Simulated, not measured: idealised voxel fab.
Title: Process Module voxel tone inversion
In the cross-section labelled cut, the width is 170 nm and each square cell is 5 nm.
Cross-section layout: square cells on a grid; listed as bands, top to bottom; a band spans one or more cell rows.
Heads up on the band format: heights come first, top then bottom, in nm. After that it's the materials left to right, each with its width in nm. A single material flagged "throughout" fills the whole band edge to edge, and "air" means there's empty space there.
We count height from 0. Below that, the starting wafer is all one material. The lowest band never ends at the bottom but goes on down; see "0 nm and below" for how that is written.
The width entry "30..40" should be interpreted row by row: the top row of cells in the band takes the first number, the bottom row takes the second number, and the change between adjacent rows is uniform throughout.
"nothing different" for a step: no cell of the cross-section changed in that step.
Enclosed voids (no open way to top), threshold 8 cells or more, entry "Sealed void list", notation width x height at distance, distance from left edge, nm.
On a step's line, text after the settings is the simulator commenting on that step.
If you see "overlay nm" on a step's line and that step has a mask, it's telling you how far right of where it was planned the mask ended up; a negative number means it went left instead.

[Here's what the planned process steps look like]
1) RECEIVE, material Si
2) CONFORMAL_DEP, material SiN, thk nm 5
3) DIRECTIONAL_DEP, material aC, thk nm 25
4) PATTERN, tone cover, mask id POSTS, material resist, width nm 15, pitch nm 40, thk nm 35, overlay nm 0
5) DIRECTIONAL_ETCH, etch materials aC, depth nm 25
6) STRIP, etch materials resist
7) FILL_DEP, material SiO2, thk nm 5
8) CMP, height nm 30
9) STRIP, etch materials aC

[Cross-section of the wafer as it came to us, i.e., already through step 1]
	0 nm and below  Si throughout
	Sealed void list: none

[Module complete, cross-section. Starting point and plan per above. One mistake made in running the module]
	30 nm to 5 nm  air (15); aC (15); air (25); aC (15); air (25); aC (15); air (25); aC (15); air (20)
	5 nm to 0 nm  SiN throughout
	0 nm and below  Si throughout
	Sealed void list: none
The mistake made against the process plan was this: step 9 off recipe, ran as STRIP, etch materials SiO2
